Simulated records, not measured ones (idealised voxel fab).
A process module follows: voxel fin reveal.
Displayed cross-section: cut, width of 295 nm, square cells sized 5 nm.
For the purposes of this document, a cross-section shall be understood as a grid of square cells, specified as bands listed in top-to-bottom order, each band consisting of one or more rows of cells.
Band: top height; bottom height; in nm. Then, left to right: material with width in nm, for each material. "all across": a single material spanning edge to edge. "air": empty space.
Height reference: 0 = level under which incoming wafer is all one material. Lowest band: no bottom, runs on downward, e.g. "0 down".
Top row gets the first number, bottom row gets the second, and each row in between changes by the same step: that is how a band width like "30 to 40" works.
A step reported as "no change occurred" is a step in which no cell of the cross-section changed.
In the "closed voids" entry, you get each enclosed empty space of 8 cells or more, one with no open way to the top, written width x height at distance, distance from the left edge, in nm.
after a step's settings: what the simulator itself notes on the step
The setting "overlay nm" may be written on the line of a step. When the step uses a mask, the value reports how far to the right of the planned place the mask lay, and a negative value reports that it lay to the left.
Listed below are the process steps as planned:
| 1 | RECEIVE,material Si |
| 2 | CONFORMAL_DEP,material SiN,thk nm 10 |
| 3 | PATTERN,tone cover,mask id FINS,material resist,width nm 15,pitch nm 40,thk nm 20,overlay nm 0 |
| 4 | DIRECTIONAL_ETCH,etch materials SiN,depth nm 10 |
| 5 | DIRECTIONAL_ETCH,etch materials Si,depth nm 30 |
| 6 | STRIP,etch materials resist |
| 7 | FILL_DEP,material SiO2,thk nm 5 |
| 8 | CMP,height nm 10 |
| 9 | SELECTIVE_ETCH,etch materials SiO2,depth nm 25 |
| 10 | STRIP,etch materials SiN |
| 11 | CONFORMAL_DEP,material SiO2,thk nm 5 |
Below: the first of two wafers, run as planned:
Cross-section, incoming material, after step 1:
> 0 down = Si all across
> closed voids: none
Wafer after step 2 (cross-section):
> 10 to 0 = SiN all across
> Under the height 0 nothing was changed.
Wafer after step 3 (cross-section):
> 30 to 10 = air 100 nm, then resist 15 nm, then air 25 nm, then resist 15 nm, then air 25 nm, then resist 15 nm, then air 100 nm
> Under the height 10 nothing was changed.
Wafer after step 4 (cross-section):
> 30 to 10 = air 100 nm, then resist 15 nm, then air 25 nm, then resist 15 nm, then air 25 nm, then resist 15 nm, then air 100 nm
> 10 to 0 = air 100 nm, then SiN 15 nm, then air 25 nm, then SiN 15 nm, then air 25 nm, then SiN 15 nm, then air 100 nm
> Under the height 0 nothing was changed.
Wafer after step 5 (cross-section):
> 30 to 10 = air 100 nm, then resist 15 nm, then air 25 nm, then resist 15 nm, then air 25 nm, then resist 15 nm, then air 100 nm
> 10 to 0 = air 100 nm, then SiN 15 nm, then air 25 nm, then SiN 15 nm, then air 25 nm, then SiN 15 nm, then air 100 nm
> 0 to -30 = air 100 nm, then Si 15 nm, then air 25 nm, then Si 15 nm, then air 25 nm, then Si 15 nm, then air 100 nm
> Under the height -30 nothing was changed.
Wafer after step 6 (cross-section):
> 10 to 0 = air 100 nm, then SiN 15 nm, then air 25 nm, then SiN 15 nm, then air 25 nm, then SiN 15 nm, then air 100 nm
> Under the height 0 nothing was changed.
Wafer after step 7 (cross-section):
> 15 to 10 = SiO2 all across
> 10 to 0 = SiO2 100 nm, then SiN 15 nm, then SiO2 25 nm, then SiN 15 nm, then SiO2 25 nm, then SiN 15 nm, then SiO2 100 nm
> 0 to -30 = SiO2 100 nm, then Si 15 nm, then SiO2 25 nm, then Si 15 nm, then SiO2 25 nm, then Si 15 nm, then SiO2 100 nm
> Under the height -30 nothing was changed.
Wafer after step 8 (cross-section):
> 10 to 0 = SiO2 100 nm, then SiN 15 nm, then SiO2 25 nm, then SiN 15 nm, then SiO2 25 nm, then SiN 15 nm, then SiO2 100 nm
> Under the height 0 nothing was changed.
Wafer after step 9 (cross-section):
> 10 to 0 = air 100 nm, then SiN 15 nm, then air 25 nm, then SiN 15 nm, then air 25 nm, then SiN 15 nm, then air 100 nm
> 0 to -15 = air 100 nm, then Si 15 nm, then air 25 nm, then Si 15 nm, then air 25 nm, then Si 15 nm, then air 100 nm
> Under the height -15 nothing was changed.
Wafer after step 10 (cross-section):
> 0 to -15 = air 100 nm, then Si 15 nm, then air 25 nm, then Si 15 nm, then air 25 nm, then Si 15 nm, then air 100 nm
> Under the height -15 nothing was changed.
Wafer after step 11 (cross-section):
> 5 to 0 = air 95 nm, then SiO2 25 nm, then air 15 nm, then SiO2 25 nm, then air 15 nm, then SiO2 25 nm, then air 95 nm
> 0 to -10 = air 95 nm, then SiO2 5 nm, then Si 15 nm, then SiO2 5 nm, then air 15 nm, then SiO2 5 nm, then Si 15 nm, then SiO2 5 nm, then air 15 nm, then SiO2 5 nm, then Si 15 nm, then SiO2 5 nm, then air 95 nm
> -10 to -30 = SiO2 100 nm, then Si 15 nm, then SiO2 25 nm, then Si 15 nm, then SiO2 25 nm, then Si 15 nm, then SiO2 100 nm
> Under the height -30 nothing was changed.
For the second wafer, take the first wafer's start and plan, then add one mistake made in running it; everything through step 4, that step included, is shared with the first:
Look at the second wafer in cross-section at the time step 5 ought to have finished:
> 30 to 10 = air 100 nm, then resist 15 nm, then air 25 nm, then resist 15 nm, then air 25 nm, then resist 15 nm, then air 100 nm
> 10 to 0 = air 100 nm, then SiN 15 nm, then air 25 nm, then SiN 15 nm, then air 25 nm, then SiN 15 nm, then air 100 nm
> 0 to -40 = air 100 nm, then Si 15 nm, then air 25 nm, then Si 15 nm, then air 25 nm, then Si 15 nm, then air 100 nm
> Under the height -40 nothing was changed.
Look at the second wafer in cross-section at the time step 6 ought to have finished:
> 10 to 0 = air 100 nm, then SiN 15 nm, then air 25 nm, then SiN 15 nm, then air 25 nm, then SiN 15 nm, then air 100 nm
> Under the height 0 nothing was changed.
Look at the second wafer in cross-section at the time step 7 ought to have finished:
> 15 to 10 = SiO2 all across
> 10 to 0 = SiO2 100 nm, then SiN 15 nm, then SiO2 25 nm, then SiN 15 nm, then SiO2 25 nm, then SiN 15 nm, then SiO2 100 nm
> 0 to -40 = SiO2 100 nm, then Si 15 nm, then SiO2 25 nm, then Si 15 nm, then SiO2 25 nm, then Si 15 nm, then SiO2 100 nm
> Under the height -40 nothing was changed.
Look at the second wafer in cross-section at the time step 8 ought to have finished:
> 10 to 0 = SiO2 100 nm, then SiN 15 nm, then SiO2 25 nm, then SiN 15 nm, then SiO2 25 nm, then SiN 15 nm, then SiO2 100 nm
> Under the height 0 nothing was changed.
Look at the second wafer in cross-section at the time step 9 ought to have finished:
> 10 to 0 = air 100 nm, then SiN 15 nm, then air 25 nm, then SiN 15 nm, then air 25 nm, then SiN 15 nm, then air 100 nm
> 0 to -15 = air 100 nm, then Si 15 nm, then air 25 nm, then Si 15 nm, then air 25 nm, then Si 15 nm, then air 100 nm
> Under the height -15 nothing was changed.
Look at the second wafer in cross-section at the time step 10 ought to have finished:
> 0 to -15 = air 100 nm, then Si 15 nm, then air 25 nm, then Si 15 nm, then air 25 nm, then Si 15 nm, then air 100 nm
> Under the height -15 nothing was changed.
Look at the second wafer in cross-section at the time step 11 ought to have finished:
> 5 to 0 = air 95 nm, then SiO2 25 nm, then air 15 nm, then SiO2 25 nm, then air 15 nm, then SiO2 25 nm, then air 95 nm
> 0 to -10 = air 95 nm, then SiO2 5 nm, then Si 15 nm, then SiO2 5 nm, then air 15 nm, then SiO2 5 nm, then Si 15 nm, then SiO2 5 nm, then air 15 nm, then SiO2 5 nm, then Si 15 nm, then SiO2 5 nm, then air 95 nm
> -10 to -40 = SiO2 100 nm, then Si 15 nm, then SiO2 25 nm, then Si 15 nm, then SiO2 25 nm, then Si 15 nm, then SiO2 100 nm
> Under the height -40 nothing was changed.
What went wrong in running the wafer? it should be noted that step 5 was executed with settings other than those planned, the operation and settings actually applied being DIRECTIONAL_ETCH,etch materials Si,depth nm 40
End check, counted in cells, second wafer has more or fewer of these materials than the first: 100 fewer of Si, 100 more of SiO2
